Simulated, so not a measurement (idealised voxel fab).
Presented below is a process module, voxel transistor to metal.
In the cross-section labelled cut, the width is 185 nm and each square cell is 5 nm.
Cross-section, as written here: a square-cell grid given band by band from the top down, where a band holds one or more rows of cells.
This entry defines a band. It first specifies the height of the band's top and the height of its bottom in nm, and then specifies the band's materials from left to right, stating each material with its width in nm. The word "full width" identifies a single material that fills the band from edge to edge, while the word "empty" identifies empty space.
Note: height 0 marks the level under which the wafer is uniformly one material as received. Lowest band unbounded below, written "0 and below".
A width given as "30..40" starts at the first number in the band's top row and ends at the second number in its bottom row, shifting by an equal amount at every step from row to row.
"nothing different" means the step left every cell of the cross-section as it was.
"Unvented internal voids" lists enclosed empty spaces (at least 8 cells, no open path upward to the top), each as width x height at distance from the left edge, in nm.
Heads up: the bit after the settings on a step's line is the simulator's remark on that step.
Among the settings permitted on a step's line is "overlay nm"; applied to a step with a mask, it specifies the extent to which the mask lay to the right of its planned position, whereas a negative figure signifies a position to the left.
## Set out below are the planned steps of the process
- 1: RECEIVE,material Si
- 2: CONFORMAL_DEP,material SiO2,thk nm 5
- 3: CONFORMAL_DEP,material SiN,thk nm 15
- 4: DIRECTIONAL_DEP,material aC,thk nm 15
- 5: PATTERN,tone cover,mask id ACTIVE,material resist,width nm 95,thk nm 30,overlay nm 0
- 6: DIRECTIONAL_ETCH,etch materials aC,depth nm 15
- 7: STRIP,etch materials resist
- 8: DIRECTIONAL_ETCH,etch materials SiN,depth nm 15
- 9: DIRECTIONAL_ETCH,etch materials SiO2,depth nm 5
- 10: DIRECTIONAL_ETCH,etch materials Si,depth nm 35
- 11: STRIP,etch materials aC
- 12: OXIDIZE,depth nm 5
- 13: FILL_DEP,material SiO2,thk nm 10
- 14: CMP,height nm 20
- 15: SELECTIVE_ETCH,etch materials SiO2,depth nm 15
- 16: STRIP,etch materials SiN
- 17: SELECTIVE_ETCH,etch materials SiO2,depth nm 5
- 18: OXIDIZE,depth nm 5
- 19: DIRECTIONAL_DEP,material polySi,thk nm 20
- 20: DIRECTIONAL_DEP,material SiCN,thk nm 10
- 21: MASKED_ETCH,tone cover,mask id GATE,width nm 25,etch materials SiCN,depth nm 20,overlay nm 0
- 22: MASKED_ETCH,tone cover,mask id GATE,width nm 25,etch materials polySi,depth nm 30,overlay nm 0
- 23: CONFORMAL_DEP,material SiN,thk nm 5
- 24: DIRECTIONAL_ETCH,etch materials SiN,depth nm 5
- 25: DIRECTIONAL_ETCH,etch materials SiO2,depth nm 5
- 26: DIRECTIONAL_ETCH,etch materials Si,depth nm 10
- 27: EPI,material SiGe,thk nm 10
- 28: FILL_DEP,material SiO2,thk nm 10
- 29: CMP,height nm 20
- 30: STRIP,etch materials polySi
- 31: SELECTIVE_ETCH,etch materials SiO2,depth nm 5
- 32: CONFORMAL_DEP,material HfO2,thk nm 5
- 33: CONFORMAL_DEP,material TiN,thk nm 5
- 34: FILL_DEP,material W,thk nm 10
- 35: CMP,height nm 15
- 36: DIRECTIONAL_DEP,material SiO2,thk nm 15
- 37: DIRECTIONAL_DEP,material aC,thk nm 15
- 38: PATTERN,tone open,mask id CONTACT,material resist,width nm 15,pitch nm 70,thk nm 35,overlay nm 0
- 39: DIRECTIONAL_ETCH,etch materials aC,depth nm 15
- 40: STRIP,etch materials resist
- 41: DIRECTIONAL_ETCH,etch materials SiO2,depth nm 35
- 42: STRIP,etch materials aC
- 43: CONFORMAL_DEP,material TiN,thk nm 5
- 44: FILL_DEP,material W,thk nm 10
- 45: CMP,height nm 30
- 46: DIRECTIONAL_DEP,material TiN,thk nm 5
- 47: DIRECTIONAL_DEP,material W,thk nm 25
- 48: MASKED_ETCH,tone cover,mask id METAL_1,width nm 15,pitch nm 70,etch materials W,depth nm 25,overlay nm 0
- 49: MASKED_ETCH,tone cover,mask id METAL_1,width nm 15,pitch nm 70,etch materials TiN,depth nm 5,overlay nm 0
- 50: CONFORMAL_DEP,material SiN,thk nm 5
- 51: FILL_DEP,material SiO2,thk nm 10
- 52: CMP,height nm 60
- 53: CONFORMAL_DEP,material SiCN,thk nm 5
## First wafer out of two, processed as planned
## As received (post step 1): cross-section
  0 and below | Si full width
  Unvented internal voids: none
## How the wafer stands in section after step 2
  5 down to 0 | SiO2 full width
  All layers under 0 are left as they were.
## How the wafer stands in section after step 3
  20 down to 5 | SiN full width
  All layers under 5 are left as they were.
## How the wafer stands in section after step 4
  35 down to 20 | aC full width
  All layers under 20 are left as they were.
## How the wafer stands in section after step 5
  65 down to 35 | empty 45, resist 95, empty 45
  All layers under 35 are left as they were.
## How the wafer stands in section after step 6
  50 down to 35 | empty 45, resist 95, empty 45
  35 down to 20 | empty 45, aC 95, empty 45
  All layers under 20 are left as they were.
## How the wafer stands in section after step 7
  35 down to 20 | empty 45, aC 95, empty 45
  All layers under 20 are left as they were.
## How the wafer stands in section after step 8
  35 down to 20 | empty 45, aC 95, empty 45
  20 down to 5 | empty 45, SiN 95, empty 45
  All layers under 5 are left as they were.
## How the wafer stands in section after step 9
  35 down to 20 | empty 45, aC 95, empty 45
  20 down to 5 | empty 45, SiN 95, empty 45
  5 down to 0 | empty 45, SiO2 95, empty 45
  All layers under 0 are left as they were.
## How the wafer stands in section after step 10
  35 down to 20 | empty 45, aC 95, empty 45
  20 down to 5 | empty 45, SiN 95, empty 45
  5 down to 0 | empty 45, SiO2 95, empty 45
  0 down to -35 | empty 45, Si 95, empty 45
  All layers under -35 are left as they were.
## How the wafer stands in section after step 11
  20 down to 5 | empty 45, SiN 95, empty 45
  All layers under 5 are left as they were.
## How the wafer stands in section after step 12
  20 down to 5 | empty 45, SiN 95, empty 45
  5 down to 0 | empty 45, SiO2 95, empty 45
  0 down to -35 | empty 45, SiO2 5, Si 85, SiO2 5, empty 45
  -35 down to -40 | SiO2 50, Si 85, SiO2 50
  All layers under -40 are left as they were.
## How the wafer stands in section after step 13
  30 down to 20 | SiO2 full width
  20 down to 5 | SiO2 45, SiN 95, SiO2 45
  5 down to 0 | SiO2 full width
  0 down to -40 | SiO2 50, Si 85, SiO2 50
  All layers under -40 are left as they were.
## How the wafer stands in section after step 14
  20 down to 5 | SiO2 45, SiN 95, SiO2 45
  All layers under 5 are left as they were.
## How the wafer stands in section after step 15
  20 down to 5 | empty 45, SiN 95, empty 45
  All layers under 5 are left as they were.
## How the wafer stands in section after step 16
  5 down to 0 | SiO2 full width
  All layers under 0 are left as they were.
## How the wafer stands in section after step 17
  0 down to -40 | SiO2 50, Si 85, SiO2 50
  All layers under -40 are left as they were.
## How the wafer stands in section after step 18
  0 down to -5 | SiO2 full width
  All layers under -5 are left as they were.
## How the wafer stands in section after step 19
  20 down to 0 | polySi full width
  All layers under 0 are left as they were.
## How the wafer stands in section after step 20
  30 down to 20 | SiCN full width
  All layers under 20 are left as they were.
## How the wafer stands in section after step 21
  30 down to 20 | empty 80, SiCN 25, empty 80
  All layers under 20 are left as they were.
## How the wafer stands in section after step 22
  30 down to 20 | empty 80, SiCN 25, empty 80
  20 down to 0 | empty 80, polySi 25, empty 80
  All layers under 0 are left as they were.
## How the wafer stands in section after step 23
  35 down to 30 | empty 75, SiN 35, empty 75
  30 down to 20 | empty 75, SiN 5, SiCN 25, SiN 5, empty 75
  20 down to 5 | empty 75, SiN 5, polySi 25, SiN 5, empty 75
  5 down to 0 | SiN 80, polySi 25, SiN 80
  All layers under 0 are left as they were.
## How the wafer stands in section after step 24
  30 down to 20 | empty 75, SiN 5, SiCN 25, SiN 5, empty 75
  20 down to 0 | empty 75, SiN 5, polySi 25, SiN 5, empty 75
  All layers under 0 are left as they were.
## How the wafer stands in section after step 25
  30 down to 20 | empty 75, SiN 5, SiCN 25, SiN 5, empty 75
  20 down to 0 | empty 75, SiN 5, polySi 25, SiN 5, empty 75
  0 down to -5 | empty 75, SiO2 35, empty 75
  All layers under -5 are left as they were.
## How the wafer stands in section after step 26
  30 down to 20 | empty 75, SiN 5, SiCN 25, SiN 5, empty 75
  20 down to 0 | empty 75, SiN 5, polySi 25, SiN 5, empty 75
  0 down to -5 | empty 75, SiO2 35, empty 75
  -5 down to -15 | SiO2 50, empty 25, Si 35, empty 25, SiO2 50
  All layers under -15 are left as they were.
## How the wafer stands in section after step 27
  30 down to 20 | empty 75, SiN 5, SiCN 25, SiN 5, empty 75
  20 down to 5 | empty 75, SiN 5, polySi 25, SiN 5, empty 75
  5 down to 0 | empty 65, SiGe 10, SiN 5, polySi 25, SiN 5, SiGe 10, empty 65
  0 down to -5 | empty 65, SiGe 10, SiO2 35, SiGe 10, empty 65
  -5 down to -15 | SiO2 50, SiGe 25, Si 35, SiGe 25, SiO2 50
  All layers under -15 are left as they were.
## How the wafer stands in section after step 28
  40 down to 30 | SiO2 full width
  30 down to 20 | SiO2 75, SiN 5, SiCN 25, SiN 5, SiO2 75
  20 down to 5 | SiO2 75, SiN 5, polySi 25, SiN 5, SiO2 75
  5 down to 0 | SiO2 65, SiGe 10, SiN 5, polySi 25, SiN 5, SiGe 10, SiO2 65
  0 down to -5 | SiO2 65, SiGe 10, SiO2 35, SiGe 10, SiO2 65
  All layers under -5 are left as they were.
## How the wafer stands in section after step 29
  20 down to 5 | SiO2 75, SiN 5, polySi 25, SiN 5, SiO2 75
  All layers under 5 are left as they were.
## How the wafer stands in section after step 30
  20 down to 5 | SiO2 75, SiN 5, empty 25, SiN 5, SiO2 75
  5 down to 0 | SiO2 65, SiGe 10, SiN 5, empty 25, SiN 5, SiGe 10, SiO2 65
  All layers under 0 are left as they were.
## How the wafer stands in section after step 31
  20 down to 15 | empty 75, SiN 5, empty 25, SiN 5, empty 75
  15 down to 5 | SiO2 75, SiN 5, empty 25, SiN 5, SiO2 75
  5 down to 0 | SiO2 65, SiGe 10, SiN 5, empty 25, SiN 5, SiGe 10, SiO2 65
  0 down to -5 | SiO2 65, SiGe 10, empty 35, SiGe 10, SiO2 65
  All layers under -5 are left as they were.
## How the wafer stands in section after step 32
  25 down to 20 | empty 70, HfO2 15, empty 15, HfO2 15, empty 70
  20 down to 15 | HfO2 75, SiN 5, HfO2 5, empty 15, HfO2 5, SiN 5, HfO2 75
  15 down to 5 | SiO2 75, SiN 5, HfO2 5, empty 15, HfO2 5, SiN 5, SiO2 75
  5 down to 0 | SiO2 65, SiGe 10, SiN 5, HfO2 5, empty 15, HfO2 5, SiN 5, SiGe 10, SiO2 65
  0 down to -5 | SiO2 65, SiGe 10, HfO2 35, SiGe 10, SiO2 65
  All layers under -5 are left as they were.
## How the wafer stands in section after step 33
  30 down to 25 | empty 65, TiN 25, empty 5, TiN 25, empty 65
  25 down to 20 | TiN 70, HfO2 15, TiN 5, empty 5, TiN 5, HfO2 15, TiN 70
  20 down to 15 | HfO2 75, SiN 5, HfO2 5, TiN 5, empty 5, TiN 5, HfO2 5, SiN 5, HfO2 75
  15 down to 5 | SiO2 75, SiN 5, HfO2 5, TiN 5, empty 5, TiN 5, HfO2 5, SiN 5, SiO2 75
  5 down to 0 | SiO2 65, SiGe 10, SiN 5, HfO2 5, TiN 15, HfO2 5, SiN 5, SiGe 10, SiO2 65
  All layers under 0 are left as they were.
## How the wafer stands in section after step 34
  40 down to 30 | W full width
  30 down to 25 | W 65, TiN 25, W 5, TiN 25, W 65
  25 down to 20 | TiN 70, HfO2 15, TiN 5, W 5, TiN 5, HfO2 15, TiN 70
  20 down to 15 | HfO2 75, SiN 5, HfO2 5, TiN 5, W 5, TiN 5, HfO2 5, SiN 5, HfO2 75
  15 down to 5 | SiO2 75, SiN 5, HfO2 5, TiN 5, W 5, TiN 5, HfO2 5, SiN 5, SiO2 75
  All layers under 5 are left as they were.
## How the wafer stands in section after step 35
  15 down to 5 | SiO2 75, SiN 5, HfO2 5, TiN 5, W 5, TiN 5, HfO2 5, SiN 5, SiO2 75
  All layers under 5 are left as they were.
## How the wafer stands in section after step 36
  30 down to 15 | SiO2 full width
  All layers under 15 are left as they were.
## How the wafer stands in section after step 37
  45 down to 30 | aC full width
  All layers under 30 are left as they were.
## How the wafer stands in section after step 38
  80 down to 45 | resist 50, empty 15, resist 55, empty 15, resist 50
  All layers under 45 are left as they were.
## How the wafer stands in section after step 39
  65 down to 45 | resist 50, empty 15, resist 55, empty 15, resist 50
  45 down to 30 | aC 50, empty 15, aC 55, empty 15, aC 50
  All layers under 30 are left as they were.
## How the wafer stands in section after step 40
  45 down to 30 | aC 50, empty 15, aC 55, empty 15, aC 50
  All layers under 30 are left as they were.
## How the wafer stands in section after step 41
  45 down to 30 | aC 50, empty 15, aC 55, empty 15, aC 50
  30 down to 15 | SiO2 50, empty 15, SiO2 55, empty 15, SiO2 50
  15 down to 5 | SiO2 50, empty 15, SiO2 10, SiN 5, HfO2 5, TiN 5, W 5, TiN 5, HfO2 5, SiN 5, SiO2 10, empty 15, SiO2 50
  5 down to 0 | SiO2 50, empty 15, SiGe 10, SiN 5, HfO2 5, TiN 15, HfO2 5, SiN 5, SiGe 10, empty 15, SiO2 50
  0 down to -5 | SiO2 50, empty 15, SiGe 10, HfO2 35, SiGe 10, empty 15, SiO2 50
  All layers under -5 are left as they were.
## How the wafer stands in section after step 42
  30 down to 15 | SiO2 50, empty 15, SiO2 55, empty 15, SiO2 50
  All layers under 15 are left as they were.
## How the wafer stands in section after step 43
  35 down to 30 | TiN 55, empty 5, TiN 65, empty 5, TiN 55
  30 down to 15 | SiO2 50, TiN 5, empty 5, TiN 5, SiO2 55, TiN 5, empty 5, TiN 5, SiO2 50
  15 down to 5 | SiO2 50, TiN 5, empty 5, TiN 5, SiO2 10, SiN 5, HfO2 5, TiN 5, W 5, TiN 5, HfO2 5, SiN 5, SiO2 10, TiN 5, empty 5, TiN 5, SiO2 50
  5 down to 0 | SiO2 50, TiN 5, empty 5, TiN 5, SiGe 10, SiN 5, HfO2 5, TiN 15, HfO2 5, SiN 5, SiGe 10, TiN 5, empty 5, TiN 5, SiO2 50
  0 down to -5 | SiO2 50, TiN 15, SiGe 10, HfO2 35, SiGe 10, TiN 15, SiO2 50
  All layers under -5 are left as they were.
## How the wafer stands in section after step 44
  45 down to 35 | W full width
  35 down to 30 | TiN 55, W 5, TiN 65, W 5, TiN 55
  30 down to 15 | SiO2 50, TiN 5, W 5, TiN 5, SiO2 55, TiN 5, W 5, TiN 5, SiO2 50
  15 down to 5 | SiO2 50, TiN 5, W 5, TiN 5, SiO2 10, SiN 5, HfO2 5, TiN 5, W 5, TiN 5, HfO2 5, SiN 5, SiO2 10, TiN 5, W 5, TiN 5, SiO2 50
  5 down to 0 | SiO2 50, TiN 5, W 5, TiN 5, SiGe 10, SiN 5, HfO2 5, TiN 15, HfO2 5, SiN 5, SiGe 10, TiN 5, W 5, TiN 5, SiO2 50
  All layers under 0 are left as they were.
## How the wafer stands in section after step 45
  30 down to 15 | SiO2 50, TiN 5, W 5, TiN 5, SiO2 55, TiN 5, W 5, TiN 5, SiO2 50
  All layers under 15 are left as they were.
## How the wafer stands in section after step 46
  35 down to 30 | TiN full width
  All layers under 30 are left as they were.
## How the wafer stands in section after step 47
  60 down to 35 | W full width
  All layers under 35 are left as they were.
## How the wafer stands in section after step 48
  60 down to 35 | empty 50, W 15, empty 55, W 15, empty 50
  All layers under 35 are left as they were.
## How the wafer stands in section after step 49
  60 down to 35 | empty 50, W 15, empty 55, W 15, empty 50
  35 down to 30 | empty 50, TiN 15, empty 55, TiN 15, empty 50
  All layers under 30 are left as they were.
## How the wafer stands in section after step 50
  65 down to 60 | empty 45, SiN 25, empty 45, SiN 25, empty 45
  60 down to 35 | empty 45, SiN 5, W 15, SiN 5, empty 45, SiN 5, W 15, SiN 5, empty 45
  35 down to 30 | SiN 50, TiN 15, SiN 55, TiN 15, SiN 50
  All layers under 30 are left as they were.
## How the wafer stands in section after step 51
  75 down to 65 | SiO2 full width
  65 down to 60 | SiO2 45, SiN 25, SiO2 45, SiN 25, SiO2 45
  60 down to 35 | SiO2 45, SiN 5, W 15, SiN 5, SiO2 45, SiN 5, W 15, SiN 5, SiO2 45
  All layers under 35 are left as they were.
## How the wafer stands in section after step 52
  60 down to 35 | SiO2 45, SiN 5, W 15, SiN 5, SiO2 45, SiN 5, W 15, SiN 5, SiO2 45
  All layers under 35 are left as they were.
## How the wafer stands in section after step 53
  65 down to 60 | SiCN full width
  All layers under 60 are left as they were.
## What follows concerns the second wafer, which started out like the first and was meant to follow the very same plan; one mistake crept in when it was run, but everything up to and including step 37 is the same as for the first wafer
## Cross-section of the second wafer when, according to plan, step 38 should have finished
  80 down to 45 | resist 45, empty 25, resist 45, empty 25, resist 45
  All layers under 45 are left as they were.
## Cross-section of the second wafer when, according to plan, step 39 should have finished
  65 down to 45 | resist 45, empty 25, resist 45, empty 25, resist 45
  45 down to 30 | aC 45, empty 25, aC 45, empty 25, aC 45
  All layers under 30 are left as they were.
## Cross-section of the second wafer when, according to plan, step 40 should have finished
  45 down to 30 | aC 45, empty 25, aC 45, empty 25, aC 45
  All layers under 30 are left as they were.
## Cross-section of the second wafer when, according to plan, step 41 should have finished
  45 down to 30 | aC 45, empty 25, aC 45, empty 25, aC 45
  30 down to 15 | SiO2 45, empty 25, SiO2 45, empty 25, SiO2 45
  15 down to 5 | SiO2 45, empty 25, SiO2 5, SiN 5, HfO2 5, TiN 5, W 5, TiN 5, HfO2 5, SiN 5, SiO2 5, empty 25, SiO2 45
  5 down to 0 | SiO2 45, empty 20, SiGe 10, SiN 5, HfO2 5, TiN 15, HfO2 5, SiN 5, SiGe 10, empty 20, SiO2 45
  0 down to -5 | SiO2 45, empty 20, SiGe 10, HfO2 35, SiGe 10, empty 20, SiO2 45
  All layers under -5 are left as they were.
## Cross-section of the second wafer when, according to plan, step 42 should have finished
  30 down to 15 | SiO2 45, empty 25, SiO2 45, empty 25, SiO2 45
  All layers under 15 are left as they were.
## Cross-section of the second wafer when, according to plan, step 43 should have finished
  35 down to 30 | TiN 50, empty 15, TiN 55, empty 15, TiN 50
  30 down to 15 | SiO2 45, TiN 5, empty 15, TiN 5, SiO2 45, TiN 5, empty 15, TiN 5, SiO2 45
  15 down to 5 | SiO2 45, TiN 5, empty 15..10, TiN 5..10, SiO2 5, SiN 5, HfO2 5, TiN 5, W 5, TiN 5, HfO2 5, SiN 5, SiO2 5, TiN 5..10, empty 15..10, TiN 5, SiO2 45
  5 down to 0 | SiO2 45, TiN 5, empty 10, TiN 5, SiGe 10, SiN 5, HfO2 5, TiN 15, HfO2 5, SiN 5, SiGe 10, TiN 5, empty 10, TiN 5, SiO2 45
  0 down to -5 | SiO2 45, TiN 20, SiGe 10, HfO2 35, SiGe 10, TiN 20, SiO2 45
  All layers under -5 are left as they were.
## Cross-section of the second wafer when, according to plan, step 44 should have finished
  45 down to 35 | W full width
  35 down to 30 | TiN 50, W 15, TiN 55, W 15, TiN 50
  30 down to 15 | SiO2 45, TiN 5, W 15, TiN 5, SiO2 45, TiN 5, W 15, TiN 5, SiO2 45
  15 down to 5 | SiO2 45, TiN 5, W 15..10, TiN 5..10, SiO2 5, SiN 5, HfO2 5, TiN 5, W 5, TiN 5, HfO2 5, SiN 5, SiO2 5, TiN 5..10, W 15..10, TiN 5, SiO2 45
  5 down to 0 | SiO2 45, TiN 5, W 10, TiN 5, SiGe 10, SiN 5, HfO2 5, TiN 15, HfO2 5, SiN 5, SiGe 10, TiN 5, W 10, TiN 5, SiO2 45
  All layers under 0 are left as they were.
## Cross-section of the second wafer when, according to plan, step 45 should have finished
  30 down to 15 | SiO2 45, TiN 5, W 15, TiN 5, SiO2 45, TiN 5, W 15, TiN 5, SiO2 45
  All layers under 15 are left as they were.
## Cross-section of the second wafer when, according to plan, step 46 should have finished
  35 down to 30 | TiN full width
  All layers under 30 are left as they were.
## Cross-section of the second wafer when, according to plan, step 47 should have finished
  60 down to 35 | W full width
  All layers under 35 are left as they were.
## Cross-section of the second wafer when, according to plan, step 48 should have finished
  60 down to 35 | empty 50, W 15, empty 55, W 15, empty 50
  All layers under 35 are left as they were.
## Cross-section of the second wafer when, according to plan, step 49 should have finished
  60 down to 35 | empty 50, W 15, empty 55, W 15, empty 50
  35 down to 30 | empty 50, TiN 15, empty 55, TiN 15, empty 50
  All layers under 30 are left as they were.
## Cross-section of the second wafer when, according to plan, step 50 should have finished
  65 down to 60 | empty 45, SiN 25, empty 45, SiN 25, empty 45
  60 down to 35 | empty 45, SiN 5, W 15, SiN 5, empty 45, SiN 5, W 15, SiN 5, empty 45
  35 down to 30 | SiN 50, TiN 15, SiN 55, TiN 15, SiN 50
  All layers under 30 are left as they were.
## Cross-section of the second wafer when, according to plan, step 51 should have finished
  75 down to 65 | SiO2 full width
  65 down to 60 | SiO2 45, SiN 25, SiO2 45, SiN 25, SiO2 45
  60 down to 35 | SiO2 45, SiN 5, W 15, SiN 5, SiO2 45, SiN 5, W 15, SiN 5, SiO2 45
  All layers under 35 are left as they were.
## Cross-section of the second wafer when, according to plan, step 52 should have finished
  60 down to 35 | SiO2 45, SiN 5, W 15, SiN 5, SiO2 45, SiN 5, W 15, SiN 5, SiO2 45
  All layers under 35 are left as they were.
## Cross-section of the second wafer when, according to plan, step 53 should have finished
  65 down to 60 | SiCN full width
  All layers under 60 are left as they were.
Nonconformance to the process plan: step 38: run off-plan, actual operation and settings PATTERN,tone open,mask id CONTACT,material resist,width nm 25,pitch nm 70,thk nm 35,overlay nm 0
Final difference in cells, second wafer against first, listed per material as more or fewer: -24 SiO2; +4 TiN; +20 W
